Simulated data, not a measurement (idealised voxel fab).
You're looking at the process module voxel double patterning.
The figure presents cross-section cut, which has a width of 160 nm and is divided into square cells with an edge length of 5 nm.
We lay out every cross-section as a grid of square cells and spell it out in bands from the top down, where one band means one or more rows of cells.
The entry gives the band's vertical extent as a top height and a bottom height in nm, then its horizontal make-up as materials from left to right, each with a width in nm. "empty" stands for empty space; a single material marked "edge to edge" fills the band edge to edge.
Convention: height 0 is the level below which the wafer, as received, is all one material. The lowest band does not terminate at the bottom but continues downward, represented as "0 -> down".
You'd read "30 to 40" like this: the band's top row of cells is as wide as the first number, its bottom row is as wide as the second, and going down, every row changes width by the same amount as the row before did.
"stayed the same" (step): cross-section cells unchanged, all of them.
"Sealed internal voids" - sealed voids, min. 8 cells, no opening to top; format: width x height at distance (distance from left edge; nm throughout).
Formally, on a step line, whatever follows the settings is a remark that the simulator itself makes on the step.
Steps that use a mask can have "overlay nm" on their line. It says how far the mask sat to the right of where it was meant to be. Negative means to the left.
Process steps foreseen in the plan
1,RECEIVE, material Si
2,CONFORMAL_DEP, material SiO2, thk nm 5
3,DIRECTIONAL_DEP, material TiN, thk nm 10
4,DIRECTIONAL_DEP, material SiCN, thk nm 5
5,PATTERN, tone open, mask id FIRST, material resist, width nm 15, pitch nm 50, thk nm 20, overlay nm 0
6,DIRECTIONAL_ETCH, etch materials SiCN, depth nm 5
7,STRIP, etch materials resist
8,PATTERN, tone open, mask id SECOND, material resist, width nm 15, thk nm 20, overlay nm -15
9,DIRECTIONAL_ETCH, etch materials SiCN, depth nm 5
10,STRIP, etch materials resist
11,DIRECTIONAL_ETCH, etch materials TiN, depth nm 10
12,STRIP, etch materials SiCN
The plan shows the overlay nm of step 8 as the first wafer had it; this setting differs between the wafers, which start out alike.
Cross-section: the first of several wafers in its as-received state, i.e. following step 1
	0 -> down  Si edge to edge
	Sealed internal voids: none
Here is the cross-section of the first of several wafers at the end of the module, after its last step, step 12
	15 -> 5  TiN=45; empty=25; TiN=25; empty=15; TiN=50
	5 -> 0  SiO2 edge to edge
	0 -> down  Si edge to edge
	Sealed internal voids: none
Of the several wafers, the last: cross-section at the end of the module
	15 -> 5  TiN=45; empty=15; TiN=25; empty=25; TiN=50
	5 -> 0  SiO2 edge to edge
	0 -> down  Si edge to edge
	Sealed internal voids: none
Below: a row per wafer. Contents at end of module: for every material, cells gained since receipt (+) or lost since receipt (-); then closed voids
overlay nm -15; +32 SiO2; +48 TiN; Sealed internal voids: none
overlay nm -10; +32 SiO2; +46 TiN; Sealed internal voids: none
overlay nm -5; +32 SiO2; +46 TiN; Sealed internal voids: none
overlay nm 0; +32 SiO2; +46 TiN; Sealed internal voids: none
overlay nm 5; +32 SiO2; +46 TiN; Sealed internal voids: none
overlay nm 10; +32 SiO2; +46 TiN; Sealed internal voids: none
overlay nm 15; +32 SiO2; +48 TiN; Sealed internal voids: none
